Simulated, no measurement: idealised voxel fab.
Documented hereafter: the process module known as voxel self aligned contacts.
It is cross-section cut that appears here, measuring 215 nm in width, its square cells being 5 nm in size.
Bands, listed from the top down, are how a cross-section gets written in this document; the cross-section itself is a grid of square cells, and a band is one or more rows of them. What a band's entry tells you: where the top is and where the bottom is, as heights in nm, and after that what lies inside, material by material from left to right, each with its width in nm. Empty space is written as the word "air", and a single material marked with the word "everywhere" occupies the band from edge to edge. Beneath 0, the wafer as received is one material, and that level is where height counting begins. The lowest band goes on downward without a bottom; it is written like "0 down". Top row gets the first number, bottom row gets the second, and each row in between changes by the same step: that is how a band width like "30..40" works. The cross-section has no changed cell in any step marked "remained the same". Heads up: "Fully enclosed voids" only lists the empty pockets with no open path to the top that are 8 cells or more, and it writes them as width x height at distance, distance from the left edge, in nm. Heads up: the bit after the settings on a step's line is the simulator's remark on that step. Regarding "overlay nm": on a step with a mask, it is the distance the mask lay to the right of its planned place; a negative value places it to the left.
So here's the lineup of process steps we planned:
1: RECEIVE, material Si
2: OXIDIZE, depth nm 5
3: DIRECTIONAL_DEP, material polySi, thk nm 20
4: DIRECTIONAL_DEP, material SiN, thk nm 15
5: DIRECTIONAL_DEP, material aC, thk nm 15
6: PATTERN, tone cover, mask id GATE, material resist, width nm 30, pitch nm 65, thk nm 30, overlay nm 0
7: DIRECTIONAL_ETCH, etch materials aC, depth nm 15
8: STRIP, etch materials resist
9: DIRECTIONAL_ETCH, etch materials SiN, depth nm 15
10: DIRECTIONAL_ETCH, etch materials polySi, depth nm 20
11: STRIP, etch materials aC
12: CONFORMAL_DEP, material SiN, thk nm 5
13: DIRECTIONAL_ETCH, etch materials SiN, depth nm 5
14: FILL_DEP, material SiO2, thk nm 15
15: CMP, height nm 45
16: DIRECTIONAL_DEP, material aC, thk nm 10
17: PATTERN, tone open, mask id CONTACT, material resist, width nm 45, pitch nm 65, thk nm 25, overlay nm 0
18: DIRECTIONAL_ETCH, etch materials aC, depth nm 10
19: STRIP, etch materials resist
20: DIRECTIONAL_ETCH, etch materials SiO2, depth nm 50
21: STRIP, etch materials aC
22: CONFORMAL_DEP, material TiN, thk nm 5
23: FILL_DEP, material W, thk nm 5
24: CMP, height nm 45
25: CONFORMAL_DEP, material SiN, thk nm 5
Received-state cross-section, reflecting completion of step 1:
    0 down  Si everywhere
    Fully enclosed voids: none
Wafer cross-section at module end: first of two, run to plan:
    50 to 45  SiN everywhere
    45 to 35  SiO2 50, TiN 5..15, W 35..15, TiN 5..15, SiO2 20, TiN 5..15, W 35..15, TiN 5..15, SiO2 55
    35 to 20  SiO2 20, SiN 40, TiN 5, W 15, TiN 5, SiN 40, TiN 5, W 15, TiN 5, SiN 40, SiO2 25
    20 to 0  SiO2 20, SiN 5, polySi 30, SiN 5, TiN 5, W 15, TiN 5, SiN 5, polySi 30, SiN 5, TiN 5, W 15, TiN 5, SiN 5, polySi 30, SiN 5, SiO2 25
    0 to -5  SiO2 60, TiN 25, SiO2 40, TiN 25, SiO2 65
    -5 down  Si everywhere
    Fully enclosed voids: none
Cross-sectional view: second of two wafers, end of module; start and plan identical to the first, one mistake in running:
    50 to 45  SiN everywhere
    45 to 35  SiO2 55, TiN 5..10, W 30..15, TiN 5..15, SiO2 25, TiN 5..10, W 30..15, TiN 5..15, SiO2 55
    35 to 20  SiO2 20, SiN 40, TiN 5, W 15, TiN 5, SiN 40, TiN 5, W 15, TiN 5, SiN 40, SiO2 25
    20 to 0  SiO2 20, SiN 5, polySi 30, SiN 5, TiN 5, W 15, TiN 5, SiN 5, polySi 30, SiN 5, TiN 5, W 15, TiN 5, SiN 5, polySi 30, SiN 5, SiO2 25
    0 to -5  SiO2 60, TiN 25, SiO2 40, TiN 25, SiO2 65
    -5 down  Si everywhere
    Fully enclosed voids: none
What was done differently from what was planned? contrary to plan, step 17 was performed as PATTERN, tone open, mask id CONTACT, material resist, width nm 40, pitch nm 65, thk nm 25, overlay nm 0
End check, counted in cells, second wafer has more or fewer of these materials than the first: 4 more of SiO2, 2 fewer of TiN, 2 fewer of W
